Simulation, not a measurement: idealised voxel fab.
process module | voxel wiring stack
cross-section cut | 285 nm wide | cells 5 nm
A cross-section is a grid of square cells, given in bands from the top down. A band is one or more rows of cells.
Each band's line starts with the height of the band's top and of its bottom, in nm. Then come its materials from left to right, each with its width in nm. One material with "throughout" fills the band from edge to edge. "air" is empty space.
Height 0 is the level under which the wafer as received is all one material. The lowest band goes on downwards, as in "0 down".
A width such as "30 to 40" changes by the same amount from each row of cells to the next, from the band's top row to its bottom row.
"no change" after a step means that no cell of the cross-section changed.
closed voids: empty space of 8 cells or more with no open way to the top, each as width x height at its distance from the left edge, in nm
after a step's settings: what the simulator itself notes on the step
overlay nm, on a step with a mask: how far to the right of its planned place the mask lay; to the left if negative
plan
1 op RECEIVE | material Si
2 op CONFORMAL_DEP | material SiO2 | thk nm 15
3 op DIRECTIONAL_DEP | material TiN | thk nm 5
4 op DIRECTIONAL_DEP | material Ru | thk nm 15
5 op PATTERN | tone cover | mask id METAL_1 | material resist | width nm 25 | pitch nm 40 | thk nm 20 | overlay nm 0
6 op DIRECTIONAL_ETCH | etch materials Ru | depth nm 15
7 op DIRECTIONAL_ETCH | etch materials TiN | depth nm 5
8 op STRIP | etch materials resist
9 op CONFORMAL_DEP | material SiCN | thk nm 5
10 op FILL_DEP | material SiO2 | thk nm 10
11 op CMP | height nm 35
12 op CONFORMAL_DEP | material SiCN | thk nm 5
13 op DIRECTIONAL_DEP | material SiO2 | thk nm 25
14 op PATTERN | tone open | mask id METAL_2_HOLES | material resist | width nm 15 | pitch nm 40 | thk nm 20 | overlay nm 0
15 op DIRECTIONAL_ETCH | etch materials SiO2 | depth nm 25
16 op STRIP | etch materials resist
17 op DIRECTIONAL_DEP | material aC | thk nm 10
18 op PATTERN | tone open | mask id METAL_2 | material resist | width nm 15 | pitch nm 40 | thk nm 25 | overlay nm 0
19 op DIRECTIONAL_ETCH | etch materials aC | depth nm 10
20 op STRIP | etch materials resist
21 op DIRECTIONAL_ETCH | etch materials SiO2 | depth nm 15
22 op DIRECTIONAL_ETCH | etch materials SiCN | depth nm 5
23 op STRIP | etch materials aC
24 op CONFORMAL_DEP | material TiN | thk nm 5
25 op FILL_DEP | material Ru | thk nm 10
26 op CMP | height nm 65
27 op CONFORMAL_DEP | material SiN | thk nm 5
varied across the wafers: width nm of step 18. The plan shows the first wafer's value. All wafers start alike
first wafer as received, after step 1
  0 down: Si throughout
  closed voids: none
each wafer at the end: cells of each material gained (+) or lost (-) since it was received, then its closed voids
width nm 15 | +63 Ru | +111 SiCN | +57 SiN | +510 SiO2 | +57 TiN | closed voids: none
width nm 20 | +69 Ru | +111 SiCN | +57 SiN | +501 SiO2 | +60 TiN | closed voids: none
width nm 25 | +72 Ru | +108 SiCN | +57 SiN | +501 SiO2 | +60 TiN | closed voids: none
